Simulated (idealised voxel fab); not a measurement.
The process module that follows is named voxel double patterning.
Square cells of 5 nm make up the cross-section cut, whose width is 155 nm.
This document writes a cross-section as a grid whose cells are square, and gives it as bands, listed from the top down; one or more rows of cells form a band. Top, bottom (nm), then materials left to right with widths (nm); lone material tagged "throughout" fills the whole band edge to edge; "blank" = empty space. For the purposes of this specification, 0 denotes the height below which the wafer in its as-received condition is composed wholly of one material, and the lowermost band, lacking a lower limit, extends downward without end, as expressed in "0 nm and below". A width given as "30->40" starts at the first number in the band's top row and ends at the second number in its bottom row, shifting by an equal amount at every step from row to row. "no change occurred" means the step left every cell of the cross-section as it was. Closed empty spaces (no open way to the top) of 8 cells or more are what "Fully sealed cavities" lists, each as width x height at distance from the left edge, nm for all three. Formally, on a step line, whatever follows the settings is a remark that the simulator itself makes on the step. overlay nm, on a step with a mask: how far to the right of its planned place the mask lay; to the left if negative.

## List of planned process steps
1: RECEIVE with material Si
2: CONFORMAL_DEP with material SiO2, thk nm 5
3: DIRECTIONAL_DEP with material polySi, thk nm 10
4: DIRECTIONAL_DEP with material SiN, thk nm 10
5: MASKED_ETCH with tone open, mask id FIRST, width nm 15, pitch nm 50, etch materials SiN, depth nm 10, overlay nm 0
6: PATTERN with tone open, mask id SECOND, material resist, width nm 15, pitch nm 50, thk nm 15, overlay nm 0
7: DIRECTIONAL_ETCH with etch materials SiN, depth nm 10
8: STRIP with etch materials resist
9: DIRECTIONAL_ETCH with etch materials polySi, depth nm 10
10: STRIP with etch materials SiN
Among the wafers covered here, the point of difference is the width nm at step 5; their starting state is shared, and the plan presents the value of the first wafer.

## first wafer as received, after step 1
	0 nm and below  Si throughout
	Fully sealed cavities: none

## Per-wafer rows below. For each material: cells gained (+) or lost (-) since the wafer was received, as of end of module. Then: closed voids
width nm 15 | +31 SiO2 | +32 polySi | Fully sealed cavities: none
width nm 20 | +31 SiO2 | +26 polySi | Fully sealed cavities: none
width nm 25 | +31 SiO2 | +20 polySi | Fully sealed cavities: none
